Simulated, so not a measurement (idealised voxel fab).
Proc. module: voxel gate over fins
This is section cut - it's 170 nm across, gridded in 5 nm square cells.
Cross-section format: a grid of square cells, given as bands from top to bottom; each band is one or more rows of cells. Read a band's entry like this: the first values are the height of its top and the height of its bottom in nm, and what follows is the sequence of materials from left to right, each with its width in nm. Note that "air" is empty space, and that a single material marked "full width" reaches across the band from edge to edge. It should be noted that heights are counted from 0, beneath which the wafer as supplied is of one material throughout, and that the lowest band possesses no lower boundary but continues downward, as written in "0 and below". You'd read "30->40" like this: the band's top row of cells is as wide as the first number, its bottom row is as wide as the second, and going down, every row changes width by the same amount as the row before did. "same as before" means the step left every cell of the cross-section as it was. Empty spaces counting at least 8 cells and having no open way to the top are listed in "Closed void inventory". The notation width x height at distance is used for each, the distance being from the left edge and all three values in nm. On each step's line, the part that comes after the settings is the simulator's own comment on the step. overlay nm: where the mask lay relative to plan, measured to the right, on steps with a mask; negatives go left.

The process steps that were planned are listed below:
1) RECEIVE [material Si]
2) CONFORMAL_DEP [material SiN] [thk nm 5]
3) PATTERN [tone cover] [mask id FINS] [material resist] [width nm 15] [pitch nm 60] [thk nm 20] [overlay nm 0]
4) DIRECTIONAL_ETCH [etch materials SiN] [depth nm 5]
5) DIRECTIONAL_ETCH [etch materials Si] [depth nm 40]
6) STRIP [etch materials resist]
7) OXIDIZE [depth nm 5]
8) FILL_DEP [material SiO2] [thk nm 15]
9) CMP [height nm 5]
10) DIRECTIONAL_DEP [material aC] [thk nm 10]
11) PATTERN [tone open] [mask id RAIL] [material resist] [width nm 15] [thk nm 25] [overlay nm 0]
12) DIRECTIONAL_ETCH [etch materials aC] [depth nm 10]
13) STRIP [etch materials resist]
14) DIRECTIONAL_ETCH [etch materials SiO2] [depth nm 40]
15) STRIP [etch materials aC]
16) CONFORMAL_DEP [material TiN] [thk nm 5]
17) FILL_DEP [material W] [thk nm 10]
18) CMP [height nm 5]
19) SELECTIVE_ETCH [etch materials W Ru TiN] [depth nm 20]
20) FILL_DEP [material SiO2] [thk nm 5]
21) CMP [height nm 5]
22) SELECTIVE_ETCH [etch materials SiO2] [depth nm 15]
23) STRIP [etch materials SiN]
24) CONFORMAL_DEP [material HfO2] [thk nm 5]
25) CONFORMAL_DEP [material TiN] [thk nm 5]
26) FILL_DEP [material W] [thk nm 15]
27) CMP [height nm 20]
28) CONFORMAL_DEP [material SiN] [thk nm 10]

Below: the first of two wafers, run as planned:

Cross-section, incoming material, after step 1:
> 0 and below = Si full width
> Closed void inventory: none

Sectional view: wafer, after step 2:
> 5 down to 0 = SiN full width
> Rest of section, below 0: as before.

Sectional view: wafer, after step 3:
> 25 down to 5 = air=15, resist=15, air=45, resist=15, air=45, resist=15, air=20
> Rest of section, below 5: as before.

Sectional view: wafer, after step 4:
> 25 down to 5 = air=15, resist=15, air=45, resist=15, air=45, resist=15, air=20
> 5 down to 0 = air=15, SiN=15, air=45, SiN=15, air=45, SiN=15, air=20
> Rest of section, below 0: as before.

Sectional view: wafer, after step 5:
> 25 down to 5 = air=15, resist=15, air=45, resist=15, air=45, resist=15, air=20
> 5 down to 0 = air=15, SiN=15, air=45, SiN=15, air=45, SiN=15, air=20
> 0 down to -40 = air=15, Si=15, air=45, Si=15, air=45, Si=15, air=20
> Rest of section, below -40: as before.

Sectional view: wafer, after step 6:
> 5 down to 0 = air=15, SiN=15, air=45, SiN=15, air=45, SiN=15, air=20
> Rest of section, below 0: as before.

Sectional view: wafer, after step 7:
> 5 down to 0 = air=15, SiN=15, air=45, SiN=15, air=45, SiN=15, air=20
> 0 down to -40 = air=15, SiO2=5, Si=5, SiO2=5, air=45, SiO2=5, Si=5, SiO2=5, air=45, SiO2=5, Si=5, SiO2=5, air=20
> -40 down to -45 = SiO2=20, Si=5, SiO2=55, Si=5, SiO2=55, Si=5, SiO2=25
> Rest of section, below -45: as before.

Sectional view: wafer, after step 8:
> 20 down to 5 = SiO2 full width
> 5 down to 0 = SiO2=15, SiN=15, SiO2=45, SiN=15, SiO2=45, SiN=15, SiO2=20
> 0 down to -45 = SiO2=20, Si=5, SiO2=55, Si=5, SiO2=55, Si=5, SiO2=25
> Rest of section, below -45: as before.

Sectional view: wafer, after step 9:
> 5 down to 0 = SiO2=15, SiN=15, SiO2=45, SiN=15, SiO2=45, SiN=15, SiO2=20
> Rest of section, below 0: as before.

Sectional view: wafer, after step 10:
> 15 down to 5 = aC full width
> Rest of section, below 5: as before.

Sectional view: wafer, after step 11:
> 40 down to 15 = resist=45, air=15, resist=110
> Rest of section, below 15: as before.

Sectional view: wafer, after step 12:
> 30 down to 15 = resist=45, air=15, resist=110
> 15 down to 5 = aC=45, air=15, aC=110
> Rest of section, below 5: as before.

Sectional view: wafer, after step 13:
> 15 down to 5 = aC=45, air=15, aC=110
> Rest of section, below 5: as before.

Sectional view: wafer, after step 14:
> 15 down to 5 = aC=45, air=15, aC=110
> 5 down to 0 = SiO2=15, SiN=15, SiO2=15, air=15, SiO2=15, SiN=15, SiO2=45, SiN=15, SiO2=20
> 0 down to -35 = SiO2=20, Si=5, SiO2=20, air=15, SiO2=20, Si=5, SiO2=55, Si=5, SiO2=25
> Rest of section, below -35: as before.

Sectional view: wafer, after step 15:
> 5 down to 0 = SiO2=15, SiN=15, SiO2=15, air=15, SiO2=15, SiN=15, SiO2=45, SiN=15, SiO2=20
> Rest of section, below 0: as before.

Sectional view: wafer, after step 16:
> 10 down to 5 = TiN=50, air=5, TiN=115
> 5 down to 0 = SiO2=15, SiN=15, SiO2=15, TiN=5, air=5, TiN=5, SiO2=15, SiN=15, SiO2=45, SiN=15, SiO2=20
> 0 down to -30 = SiO2=20, Si=5, SiO2=20, TiN=5, air=5, TiN=5, SiO2=20, Si=5, SiO2=55, Si=5, SiO2=25
> -30 down to -35 = SiO2=20, Si=5, SiO2=20, TiN=15, SiO2=20, Si=5, SiO2=55, Si=5, SiO2=25
> Rest of section, below -35: as before.

Sectional view: wafer, after step 17:
> 20 down to 10 = W full width
> 10 down to 5 = TiN=50, W=5, TiN=115
> 5 down to 0 = SiO2=15, SiN=15, SiO2=15, TiN=5, W=5, TiN=5, SiO2=15, SiN=15, SiO2=45, SiN=15, SiO2=20
> 0 down to -30 = SiO2=20, Si=5, SiO2=20, TiN=5, W=5, TiN=5, SiO2=20, Si=5, SiO2=55, Si=5, SiO2=25
> Rest of section, below -30: as before.

Sectional view: wafer, after step 18:
> 5 down to 0 = SiO2=15, SiN=15, SiO2=15, TiN=5, W=5, TiN=5, SiO2=15, SiN=15, SiO2=45, SiN=15, SiO2=20
> Rest of section, below 0: as before.

Sectional view: wafer, after step 19:
> 5 down to 0 = SiO2=15, SiN=15, SiO2=15, air=15, SiO2=15, SiN=15, SiO2=45, SiN=15, SiO2=20
> 0 down to -15 = SiO2=20, Si=5, SiO2=20, air=15, SiO2=20, Si=5, SiO2=55, Si=5, SiO2=25
> Rest of section, below -15: as before.

Sectional view: wafer, after step 20:
> 10 down to 5 = SiO2 full width
> 5 down to 0 = SiO2=15, SiN=15, SiO2=45, SiN=15, SiO2=45, SiN=15, SiO2=20
> 0 down to -15 = SiO2=20, Si=5, SiO2=55, Si=5, SiO2=55, Si=5, SiO2=25
> Rest of section, below -15: as before.

Sectional view: wafer, after step 21:
> 5 down to 0 = SiO2=15, SiN=15, SiO2=45, SiN=15, SiO2=45, SiN=15, SiO2=20
> Rest of section, below 0: as before.

Sectional view: wafer, after step 22:
> 5 down to 0 = air=15, SiN=15, air=45, SiN=15, air=45, SiN=15, air=20
> 0 down to -10 = air=20, Si=5, air=55, Si=5, air=55, Si=5, air=25
> Rest of section, below -10: as before.

Sectional view: wafer, after step 23:
> 0 down to -10 = air=20, Si=5, air=55, Si=5, air=55, Si=5, air=25
> Rest of section, below -10: as before.

Sectional view: wafer, after step 24:
> 5 down to 0 = air=15, HfO2=15, air=45, HfO2=15, air=45, HfO2=15, air=20
> 0 down to -5 = air=15, HfO2=5, Si=5, HfO2=5, air=45, HfO2=5, Si=5, HfO2=5, air=45, HfO2=5, Si=5, HfO2=5, air=20
> -5 down to -10 = HfO2=20, Si=5, HfO2=55, Si=5, HfO2=55, Si=5, HfO2=25
> Rest of section, below -10: as before.

Sectional view: wafer, after step 25:
> 10 down to 5 = air=10, TiN=25, air=35, TiN=25, air=35, TiN=25, air=15
> 5 down to 0 = air=10, TiN=5, HfO2=15, TiN=5, air=35, TiN=5, HfO2=15, TiN=5, air=35, TiN=5, HfO2=15, TiN=5, air=15
> 0 down to -5 = TiN=15, HfO2=5, Si=5, HfO2=5, TiN=45, HfO2=5, Si=5, HfO2=5, TiN=45, HfO2=5, Si=5, HfO2=5, TiN=20
> Rest of section, below -5: as before.

Sectional view: wafer, after step 26:
> 25 down to 10 = W full width
> 10 down to 5 = W=10, TiN=25, W=35, TiN=25, W=35, TiN=25, W=15
> 5 down to 0 = W=10, TiN=5, HfO2=15, TiN=5, W=35, TiN=5, HfO2=15, TiN=5, W=35, TiN=5, HfO2=15, TiN=5, W=15
> Rest of section, below 0: as before.

Sectional view: wafer, after step 27:
> 20 down to 10 = W full width
> Rest of section, below 10: as before.

Sectional view: wafer, after step 28:
> 30 down to 20 = SiN full width
> Rest of section, below 20: as before.

Regarding the second of the two wafers: it shared the first wafer's starting condition and process plan, yet one error occurred during its execution. Its history coincides with that of the first wafer up to and including step 23:

Second wafer: cross-section at the scheduled end of step 24:
> 5 down to 0 = air=15, TiN=15, air=45, TiN=15, air=45, TiN=15, air=20
> 0 down to -5 = air=15, TiN=5, Si=5, TiN=5, air=45, TiN=5, Si=5, TiN=5, air=45, TiN=5, Si=5, TiN=5, air=20
> -5 down to -10 = TiN=20, Si=5, TiN=55, Si=5, TiN=55, Si=5, TiN=25
> Rest of section, below -10: as before.

Second wafer: cross-section at the scheduled end of step 25:
> 10 down to 5 = air=10, HfO2=25, air=35, HfO2=25, air=35, HfO2=25, air=15
> 5 down to 0 = air=10, HfO2=5, TiN=15, HfO2=5, air=35, HfO2=5, TiN=15, HfO2=5, air=35, HfO2=5, TiN=15, HfO2=5, air=15
> 0 down to -5 = HfO2=15, TiN=5, Si=5, TiN=5, HfO2=45, TiN=5, Si=5, TiN=5, HfO2=45, TiN=5, Si=5, TiN=5, HfO2=20
> Rest of section, below -5: as before.

Second wafer: cross-section at the scheduled end of step 26:
> 25 down to 10 = W full width
> 10 down to 5 = W=10, HfO2=25, W=35, HfO2=25, W=35, HfO2=25, W=15
> 5 down to 0 = W=10, HfO2=5, TiN=15, HfO2=5, W=35, HfO2=5, TiN=15, HfO2=5, W=35, HfO2=5, TiN=15, HfO2=5, W=15
> Rest of section, below 0: as before.

Second wafer: cross-section at the scheduled end of step 27:
> 20 down to 10 = W full width
> Rest of section, below 10: as before.

Second wafer: cross-section at the scheduled end of step 28:
> 30 down to 20 = SiN full width
> Rest of section, below 20: as before.
Against the plan, the run slipped here: steps 24 and 25 of the plan were each performed in the slot designated for the other
Cell counts per material: same on both final wafers. Positions: different.
